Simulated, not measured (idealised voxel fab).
The document below concerns the process module designated voxel gate over fins.
FYI the section here is cut, 245 nm wide, cells are 5 nm squares.
This document writes a cross-section as a grid whose cells are square, and gives it as bands, listed from the top down; one or more rows of cells form a band. First you get the band's top height and its bottom height, in nm, and then the materials it's made of, left to right, with each width in nm. If you see a single material with "edge to edge", that one covers the band edge to edge. "blank" is empty space. The reference from which all heights are counted is 0, the level beneath which the as-received wafer is entirely one material; the lowest band, having no lower bound, proceeds downward and is written after the example "0 and below". With a width like "30..40", each row of cells in the band differs from the next by the same amount, the top row carrying the first number and the bottom row the second. When a step is marked "remained the same", none of the cells in the cross-section changed during that step. Entry "Enclosed voids" = empty spaces >= 8 cells with no open way to the top; each as width x height at distance, distance from left edge, all nm. It should be noted that, on the line of a given step, the content following the step's settings is a remark produced by the simulator itself with respect to that step. Each step line may optionally specify "overlay nm", which for a step with a mask gives the rightward distance between the mask's planned place and where it lay, a negative value indicating the leftward direction.

List of planned process steps:
| 1 | RECEIVE,material Si |
| 2 | CONFORMAL_DEP,material SiN,thk nm 5 |
| 3 | PATTERN,tone cover,mask id FINS,material resist,width nm 15,pitch nm 35,thk nm 20,overlay nm 0 |
| 4 | DIRECTIONAL_ETCH,etch materials SiN,depth nm 5 |
| 5 | DIRECTIONAL_ETCH,etch materials Si,depth nm 30 |
| 6 | STRIP,etch materials resist |
| 7 | FILL_DEP,material SiO2,thk nm 10 |
| 8 | CMP,height nm 5 |
| 9 | SELECTIVE_ETCH,etch materials SiO2,depth nm 20 |
| 10 | STRIP,etch materials SiN |
| 11 | CONFORMAL_DEP,material HfO2,thk nm 5 |
| 12 | CONFORMAL_DEP,material TiN,thk nm 5 |
| 13 | CONFORMAL_DEP,material TiAl,thk nm 5 |
| 14 | CONFORMAL_DEP,material TiN,thk nm 5 |
| 15 | FILL_DEP,material W,thk nm 15 |
| 16 | CMP,height nm 30 |
| 17 | CONFORMAL_DEP,material SiCN,thk nm 5 |

Cross-section of the wafer upon arrival, representing the state reached after step 1:
- 0 and below | Si edge to edge
- Enclosed voids: none

First wafer of two, sectioned at end of module; run went per plan:
- 35 down to 30 | SiCN edge to edge
- 30 down to 20 | W edge to edge
- 20 down to 15 | W: 75 / TiN: 90 / W: 80
- 15 down to 10 | W: 75 / TiN: 5 / TiAl: 80 / TiN: 5 / W: 80
- 10 down to 5 | W: 75 / TiN: 5 / TiAl: 5 / TiN: 70 / TiAl: 5 / TiN: 5 / W: 80
- 5 down to 0 | TiN: 80 / TiAl: 5 / TiN: 5 / HfO2: 25 / TiN: 10 / HfO2: 25 / TiN: 5 / TiAl: 5 / TiN: 85
- 0 down to -5 | TiAl: 85 / TiN: 5 / HfO2: 5 / Si: 15 / HfO2: 5 / TiN: 10 / HfO2: 5 / Si: 15 / HfO2: 5 / TiN: 5 / TiAl: 90
- -5 down to -10 | TiN: 90 / HfO2: 5 / Si: 15 / HfO2: 5 / TiN: 10 / HfO2: 5 / Si: 15 / HfO2: 5 / TiN: 95
- -10 down to -15 | HfO2: 95 / Si: 15 / HfO2: 20 / Si: 15 / HfO2: 100
- -15 down to -30 | SiO2: 95 / Si: 15 / SiO2: 20 / Si: 15 / SiO2: 100
- -30 and below | Si edge to edge
- Enclosed voids: none

Second wafer through the module, sectioned at the end: same beginning and same plan as the first wafer, with one mistake in carrying it out:
- 35 down to 30 | SiCN edge to edge
- 30 down to 20 | W edge to edge
- 20 down to 15 | W: 75 / TiAl: 90 / W: 80
- 15 down to 5 | W: 75 / TiAl: 5 / TiN: 80 / TiAl: 5 / W: 80
- 5 down to 0 | TiAl: 80 / TiN: 10 / HfO2: 25 / TiN: 10 / HfO2: 25 / TiN: 10 / TiAl: 85
- 0 down to -10 | TiN: 90 / HfO2: 5 / Si: 15 / HfO2: 5 / TiN: 10 / HfO2: 5 / Si: 15 / HfO2: 5 / TiN: 95
- -10 down to -15 | HfO2: 95 / Si: 15 / HfO2: 20 / Si: 15 / HfO2: 100
- -15 down to -30 | SiO2: 95 / Si: 15 / SiO2: 20 / Si: 15 / SiO2: 100
- -30 and below | Si edge to edge
- Enclosed voids: none
So what did we get wrong on this run? steps 13 and 14 of the plan were run in the wrong order, each in the other's place
If you tally the cells, the second wafer ends up with the same amount of every material as the first; it's all just sitting in different places.
